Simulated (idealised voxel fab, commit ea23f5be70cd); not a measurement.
Documented hereafter: the process module known as voxel spacer lines.
Cross-section cut: width 160 nm, square cells of 5 nm.
Throughout this document, each cross-section is represented as a grid of square cells and is presented as a sequence of bands enumerated from the top downward, where a band comprises one or more rows of cells.
Band: top and bottom heights (nm) first, top before bottom; then materials from left to right, widths in nm. "all across" marks a sole material filling the band edge to edge. "blank" denotes empty space.
Beneath 0, the wafer as received is one material, and that level is where height counting begins. The lowest band goes on downward without a bottom; it is written like "0 -> down".
Top row gets the first number, bottom row gets the second, and each row in between changes by the same step: that is how a band width like "30..40" works.
Basically "remained the same" means that step didn't change any cell in the cross-section.
The entry titled "Closed internal cavities" provides the empty spaces that have no open way to the top, restricted to those of 8 cells or more. Each is presented as width x height at distance, the distance being measured from the left edge, with all three in nm.
Past the settings on a step's line: simulator remark, on that step.
The setting "overlay nm" may be written on the line of a step. When the step uses a mask, the value reports how far to the right of the planned place the mask lay, and a negative value reports that it lay to the left.
# The process steps that were planned are listed below
1,RECEIVE [material Si]
2,CONFORMAL_DEP [material Al2O3] [thk nm 5]
3,DIRECTIONAL_DEP [material polySi] [thk nm 20]
4,DIRECTIONAL_DEP [material aC] [thk nm 20]
5,PATTERN [tone cover] [mask id MANDREL] [material resist] [width nm 25] [pitch nm 80] [thk nm 30] [overlay nm 0]
6,DIRECTIONAL_ETCH [etch materials aC] [depth nm 20]
7,STRIP [etch materials resist]
8,CONFORMAL_DEP [material SiN] [thk nm 15]
9,DIRECTIONAL_ETCH [etch materials SiN] [depth nm 5]
10,STRIP [etch materials aC]
11,DIRECTIONAL_ETCH [etch materials polySi] [depth nm 20]
12,STRIP [etch materials SiN]
Wafers differ in depth nm at step 9; plan lists the first wafer's value; identical starting state.
# Here's the first of the wafers in cross-section, just as we got it, i.e. after step 1
    0 -> down = Si all across
    Closed internal cavities: none
# What follows is a table in which each wafer occupies a row; for the wafer as it stands at the close of the module, the row states, material by material, how many cells have been gained (+) or lost (-) since receipt, and then gives its closed voids
depth nm 5, +32 Al2O3, +40 aC, +128 polySi, Closed internal cavities: none
depth nm 10, +32 Al2O3, +40 aC, +128 polySi, Closed internal cavities: none
depth nm 15, +32 Al2O3, +48 polySi, Closed internal cavities: none
depth nm 20, +32 Al2O3, +48 polySi, Closed internal cavities: none
depth nm 25, +32 Al2O3, +48 polySi, Closed internal cavities: none
depth nm 30, +32 Al2O3, +48 polySi, Closed internal cavities: none
